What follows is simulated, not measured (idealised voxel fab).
process module | voxel transistor to metal
cross-section cut | 160 nm wide | cells 5 nm
A cross-section is a grid of square cells, given in bands from the top down. A band is one or more rows of cells.
Each band's line starts with the height of the band's top and of its bottom, in nm. Then come its materials from left to right, each with its width in nm. One material with "throughout" fills the band from edge to edge. "air" is empty space.
Height 0 is the level under which the wafer as received is all one material. The lowest band goes on downwards, as in "0 down".
A width such as "30 to 40" changes by the same amount from each row of cells to the next, from the band's top row to its bottom row.
"no change" after a step means that no cell of the cross-section changed.
closed voids: empty space of 8 cells or more with no open way to the top, each as width x height at its distance from the left edge, in nm
after a step's settings: what the simulator itself notes on the step
overlay nm, on a step with a mask: how far to the right of its planned place the mask lay; to the left if negative
plan
1 op RECEIVE | material Si
2 op CONFORMAL_DEP | material SiO2 | thk nm 5
3 op CONFORMAL_DEP | material SiN | thk nm 15
4 op MASKED_ETCH | tone cover | mask id ACTIVE | width nm 125 | etch materials SiN | depth nm 15 | overlay nm 0
5 op MASKED_ETCH | tone cover | mask id ACTIVE | width nm 125 | etch materials SiO2 | depth nm 5 | overlay nm 0
6 op MASKED_ETCH | tone cover | mask id ACTIVE | width nm 125 | etch materials Si | depth nm 25 | overlay nm 0
7 op FILL_DEP | material SiO2 | thk nm 15
8 op CMP | height nm 20
9 op SELECTIVE_ETCH | etch materials SiO2 | depth nm 15
10 op STRIP | etch materials SiN
11 op SELECTIVE_ETCH | etch materials SiO2 | depth nm 5
12 op OXIDIZE | depth nm 5
13 op DIRECTIONAL_DEP | material polySi | thk nm 30
14 op DIRECTIONAL_DEP | material SiCN | thk nm 10
15 op DIRECTIONAL_DEP | material aC | thk nm 10
16 op PATTERN | tone cover | mask id GATE | material resist | width nm 25 | thk nm 25 | overlay nm 0
17 op DIRECTIONAL_ETCH | etch materials aC | depth nm 10
18 op STRIP | etch materials resist
19 op DIRECTIONAL_ETCH | etch materials SiCN | depth nm 20
20 op DIRECTIONAL_ETCH | etch materials polySi | depth nm 40
21 op STRIP | etch materials aC
22 op CONFORMAL_DEP | material SiO2 | thk nm 5
23 op DIRECTIONAL_ETCH | etch materials SiO2 | depth nm 5
24 op CONFORMAL_DEP | material SiN | thk nm 10
25 op DIRECTIONAL_ETCH | etch materials SiN | depth nm 10
26 op DIRECTIONAL_ETCH | etch materials SiO2 | depth nm 5
27 op EPI | material pSi | thk nm 5
28 op FILL_DEP | material SiO2 | thk nm 10
29 op CMP | height nm 30
30 op STRIP | etch materials polySi
31 op SELECTIVE_ETCH | etch materials SiO2 | depth nm 5
32 op CONFORMAL_DEP | material HfO2 | thk nm 5
33 op CONFORMAL_DEP | material TiN | thk nm 5
34 op FILL_DEP | material W | thk nm 5
35 op CMP | height nm 25
36 op DIRECTIONAL_DEP | material SiO2 | thk nm 10
37 op PATTERN | tone open | mask id CONTACT | material resist | width nm 20 | pitch nm 85 | thk nm 20 | overlay nm 0
38 op DIRECTIONAL_ETCH | etch materials SiO2 | depth nm 35
39 op STRIP | etch materials resist
40 op CONFORMAL_DEP | material TiN | thk nm 5
41 op FILL_DEP | material Ru | thk nm 5
42 op CMP | height nm 35
43 op DIRECTIONAL_DEP | material TiN | thk nm 5
44 op DIRECTIONAL_DEP | material W | thk nm 25
45 op MASKED_ETCH | tone cover | mask id METAL_1 | width nm 20 | pitch nm 85 | etch materials W | depth nm 25 | overlay nm 0
46 op MASKED_ETCH | tone cover | mask id METAL_1 | width nm 20 | pitch nm 85 | etch materials TiN | depth nm 5 | overlay nm 0
47 op CONFORMAL_DEP | material SiCN | thk nm 5
48 op FILL_DEP | material lowk | thk nm 10
49 op CMP | height nm 65
50 op CONFORMAL_DEP | material SiCN | thk nm 5
51 op DIRECTIONAL_DEP | material SiO2 | thk nm 25
52 op MASKED_ETCH | tone open | mask id METAL_2 | width nm 20 | pitch nm 85 | etch materials SiO2 | depth nm 15 | overlay nm 0
53 op DIRECTIONAL_DEP | material aC | thk nm 15
54 op PATTERN | tone open | mask id METAL_2_HOLES | material resist | width nm 15 | pitch nm 85 | thk nm 30 | overlay nm 0
55 op DIRECTIONAL_ETCH | etch materials aC | depth nm 15
56 op STRIP | etch materials resist
57 op DIRECTIONAL_ETCH | etch materials SiO2 | depth nm 10
58 op DIRECTIONAL_ETCH | etch materials SiCN | depth nm 5
59 op STRIP | etch materials aC
60 op CONFORMAL_DEP | material TiN | thk nm 5
61 op FILL_DEP | material Cu | thk nm 5
62 op CMP | height nm 95
63 op CONFORMAL_DEP | material SiCN | thk nm 5
as received, after step 1
  0 down: Si throughout
  closed voids: none
a wafer at the end: this start, this plan, one mistake
  100 to 95: SiCN throughout
  95 to 85: SiO2 25 | TiN 5 | Cu 10 | TiN 5 | SiO2 65 | TiN 5 | Cu 10 | TiN 5 | SiO2 30
  85 to 80: SiO2 25 | TiN 5 | Cu 5 | TiN 10 | SiO2 65 | TiN 5 | Cu 5 | TiN 10 | SiO2 30
  80 to 70: SiO2 25 | TiN 5 | Cu 5 | TiN 5 | SiO2 70 | TiN 5 | Cu 5 | TiN 5 | SiO2 35
  70 to 65: SiCN 25 | TiN 15 | SiCN 70 | TiN 15 | SiCN 35
  65 to 40: lowk 20 | SiCN 5 | W 20 | SiCN 5 | lowk 55 | SiCN 5 | W 20 | SiCN 5 | lowk 25
  40 to 35: SiCN 25 | TiN 20 | SiCN 65 | TiN 20 | SiCN 30
  35 to 25: SiO2 25 | TiN 5 | Ru 10 | TiN 5 | SiO2 65 | TiN 5 | Ru 10 | TiN 5 | SiO2 30
  25 to 10: SiO2 25 | TiN 5 | Ru 10 | TiN 5 | SiO2 5 | SiN 10 | HfO2 5 | TiN 5 | W 15 | TiN 5 | HfO2 5 | SiN 10 | SiO2 5 | TiN 5 | Ru 10 | TiN 5 | SiO2 30
  10 to 5: SiO2 25 | TiN 20 | SiO2 5 | SiN 10 | HfO2 5 | TiN 25 | HfO2 5 | SiN 10 | SiO2 5 | TiN 20 | SiO2 30
  5 to 0: SiO2 5 | SiN 10 | SiO2 5 | pSi 30 | SiO2 10 | HfO2 35 | SiO2 10 | pSi 30 | SiO2 5 | SiN 10 | SiO2 10
  0 to -5: SiO2 25 | Si 105 | SiO2 30
  -5 to -25: SiO2 15 | Si 125 | SiO2 20
  -25 down: Si throughout
  closed voids: none
what went wrong: steps 10 and 11 were swapped
